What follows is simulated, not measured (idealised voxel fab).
process module | voxel capacitor over wiring
cross-section cut | 155 nm wide | cells 5 nm
A cross-section is a grid of square cells, given in bands from the top down. A band is one or more rows of cells.
Each band's line starts with the height of the band's top and of its bottom, in nm. Then come its materials from left to right, each with its width in nm. One material with "throughout" fills the band from edge to edge. "air" is empty space.
Height 0 is the level under which the wafer as received is all one material. The lowest band goes on downwards, as in "0 down".
A width such as "30 to 40" changes by the same amount from each row of cells to the next, from the band's top row to its bottom row.
"no change" after a step means that no cell of the cross-section changed.
closed voids: empty space of 8 cells or more with no open way to the top, each as width x height at its distance from the left edge, in nm
after a step's settings: what the simulator itself notes on the step
overlay nm, on a step with a mask: how far to the right of its planned place the mask lay; to the left if negative
plan
1 op RECEIVE | material Si
2 op CONFORMAL_DEP | material SiO2 | thk nm 10
3 op CONFORMAL_DEP | material SiCN | thk nm 5
4 op DIRECTIONAL_DEP | material SiO2 | thk nm 20
5 op DIRECTIONAL_DEP | material aC | thk nm 15
6 op PATTERN | tone open | mask id METAL_1 | material resist | width nm 30 | pitch nm 90 | thk nm 35 | overlay nm 0
7 op DIRECTIONAL_ETCH | etch materials aC | depth nm 15
8 op STRIP | etch materials resist
9 op DIRECTIONAL_ETCH | etch materials SiO2 | depth nm 20
10 op DIRECTIONAL_ETCH | etch materials SiCN | depth nm 5
11 op STRIP | etch materials aC
12 op CONFORMAL_DEP | material TiN | thk nm 5
13 op FILL_DEP | material Ru | thk nm 10
14 op CMP | height nm 35
15 op CONFORMAL_DEP | material SiCN | thk nm 5
16 op DIRECTIONAL_DEP | material SiO2 | thk nm 20
17 op PATTERN | tone open | mask id PLUG_1 | material resist | width nm 15 | thk nm 20 | overlay nm 0
18 op DIRECTIONAL_ETCH | etch materials SiO2 | depth nm 20
19 op DIRECTIONAL_ETCH | etch materials SiCN | depth nm 5
20 op STRIP | etch materials resist
21 op EPI | material Ru | thk nm 10
22 op EPI | material Ru | thk nm 10
23 op EPI | material Ru | thk nm 5
24 op DIRECTIONAL_DEP | material TiN | thk nm 10
25 op DIRECTIONAL_DEP | material Al2O3 | thk nm 5
26 op DIRECTIONAL_DEP | material TiN | thk nm 10
27 op DIRECTIONAL_DEP | material aC | thk nm 15
28 op PATTERN | tone cover | mask id UPPER_PLATE | material resist | width nm 65 | thk nm 30 | overlay nm 0
29 op DIRECTIONAL_ETCH | etch materials aC | depth nm 15
30 op STRIP | etch materials resist
31 op DIRECTIONAL_ETCH | etch materials TiN | depth nm 10
32 op DIRECTIONAL_ETCH | etch materials Al2O3 | depth nm 5
33 op STRIP | etch materials aC
34 op DIRECTIONAL_DEP | material aC | thk nm 10
35 op PATTERN | tone cover | mask id LOWER_PLATE | material resist | width nm 75 | thk nm 30 | overlay nm 0
36 op DIRECTIONAL_ETCH | etch materials aC | depth nm 10
37 op STRIP | etch materials resist
38 op DIRECTIONAL_ETCH | etch materials TiN | depth nm 10
39 op STRIP | etch materials aC
40 op FILL_DEP | material SiO2 | thk nm 15
41 op CMP | height nm 95
42 op DIRECTIONAL_DEP | material aC | thk nm 15
43 op PATTERN | tone open | mask id PLUG_2 | material resist | width nm 15 | thk nm 35 | overlay nm 0
44 op DIRECTIONAL_ETCH | etch materials aC | depth nm 15
45 op STRIP | etch materials resist
46 op DIRECTIONAL_ETCH | etch materials SiO2 | depth nm 10
47 op STRIP | etch materials aC
48 op CONFORMAL_DEP | material TiN | thk nm 5
49 op FILL_DEP | material Ru | thk nm 10
50 op CMP | height nm 95
51 op CONFORMAL_DEP | material SiN | thk nm 5
as received, after step 1
  0 down: Si throughout
  closed voids: none
first wafer at the end, as planned
  100 to 95: SiN throughout
  95 to 90: SiO2 40 | TiN 5 | Ru 5 | TiN 5 | SiO2 100
  90 to 85: SiO2 40 | TiN 15 | SiO2 100
  85 to 75: SiO2 30 | TiN 65 | SiO2 60
  75 to 70: SiO2 30 | Al2O3 65 | SiO2 60
  70 to 60: SiO2 25 | TiN 75 | SiO2 55
  60 to 40: SiO2 30 | Ru 15 | SiO2 110
  40 to 35: SiCN 30 | Ru 15 | SiCN 110
  35 to 15: SiO2 15 | TiN 5 | Ru 20 | TiN 5 | SiO2 60 | TiN 5 | Ru 20 | TiN 5 | SiO2 20
  15 to 10: SiCN 15 | TiN 30 | SiCN 60 | TiN 30 | SiCN 20
  10 to 0: SiO2 throughout
  0 down: Si throughout
  closed voids: none
second wafer at the end: like start, like plan, one mistake
  100 to 95: SiN throughout
  95 to 90: SiO2 40 | TiN 5 | Ru 5 | TiN 5 | SiO2 100
  90 to 85: SiO2 40 | TiN 15 | SiO2 100
  85 to 75: SiO2 45 | TiN 50 | SiO2 60
  75 to 70: SiO2 45 | Al2O3 50 | SiO2 60
  70 to 60: SiO2 25 | TiN 5 | SiO2 15 | TiN 55 | SiO2 55
  60 to 50: SiO2 30 | TiN 15 | SiO2 110
  50 to 45: SiO2 30 | Al2O3 15 | SiO2 110
  45 to 40: SiO2 30 | TiN 15 | SiO2 110
  40 to 35: SiCN 30 | TiN 15 | SiCN 110
  35 to 15: Ru 10 | TiN 5 | SiO2 30 | TiN 5 | Ru 50 | TiN 5 | SiO2 30 | TiN 5 | Ru 15
  15 to 10: TiN 15 | SiCN 30 | TiN 60 | SiCN 30 | TiN 20
  10 to 0: SiO2 throughout
  0 down: Si throughout
  closed voids: none
what went wrong: step 6 ran as: op PATTERN | tone cover | mask id METAL_1 | material resist | width nm 30 | pitch nm 90 | thk nm 35 | overlay nm 0
at the end the second wafer has, in cells: 13 more of Ru | 7 fewer of SiCN | 13 fewer of SiO2 | 7 more of TiN
